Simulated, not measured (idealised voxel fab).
This is a process module. Its name is voxel trench capacitor.
Cross-sectional view cut (width: 145 nm; square cell size: 5 nm).
A cross-section is a grid of square cells, given in bands from the top down. A band is one or more rows of cells.
Quick guide to a band line: top height, bottom height (nm) up front; then every material left to right with its width in nm. Only one material and it's marked "everywhere"? Then it fills the band edge to edge. And "empty" just means empty space.
Zero point of the height axis is 0; under it, received wafer = one material. Lowest band: continues down indefinitely, "z 0 and below".
When a width is written as two numbers, as in "30..40", the first number is the width in the top row of cells of the band and the second is the width in its bottom row, and the width changes by the same amount from each row to the next.
Given "remains unaltered" for a step, no cell of the cross-section differs between before and after that step.
Entry "Unvented internal voids" = empty spaces >= 8 cells with no open way to the top; each as width x height at distance, distance from left edge, all nm.
Formally, on a step line, whatever follows the settings is a remark that the simulator itself makes on the step.
The optional step-line setting "overlay nm" applies to steps with a mask and quantifies how far to the right of its planned location the mask lay, a negative value indicating leftward placement.

## Below is the list of planned process steps
1: RECEIVE,material Si
2: CONFORMAL_DEP,material SiN,thk nm 10
3: MASKED_ETCH,tone open,mask id TRENCH,width nm 30,pitch nm 45,etch materials SiN,depth nm 10,overlay nm 0
4: MASKED_ETCH,tone open,mask id TRENCH,width nm 30,pitch nm 45,etch materials Si,depth nm 40,overlay nm 0
5: CONFORMAL_DEP,material HfO2,thk nm 5
6: CONFORMAL_DEP,material TiN,thk nm 5
7: FILL_DEP,material W,thk nm 10
8: CMP,height nm 10

## Cross-section, incoming material, after step 1
* z 0 and below = Si everywhere
* Unvented internal voids: none

## Final wafer profile in cross-section after the module, from the same start and plan as above, with one mistake made during processing
* z 10 to 0 = SiN 35 nm  TiN 10 nm  W 10 nm  TiN 10 nm  SiN 15 nm  TiN 10 nm  W 10 nm  TiN 10 nm  SiN 35 nm
* z 0 to -30 = Si 35 nm  TiN 10 nm  W 10 nm  TiN 10 nm  Si 15 nm  TiN 10 nm  W 10 nm  TiN 10 nm  Si 35 nm
* z -30 to -40 = Si 35 nm  TiN 30 nm  Si 15 nm  TiN 30 nm  Si 35 nm
* z -40 and below = Si everywhere
* Unvented internal voids: none
Nonconformance to the process plan: step 5 deviated from plan and actually ran as CONFORMAL_DEP,material TiN,thk nm 5
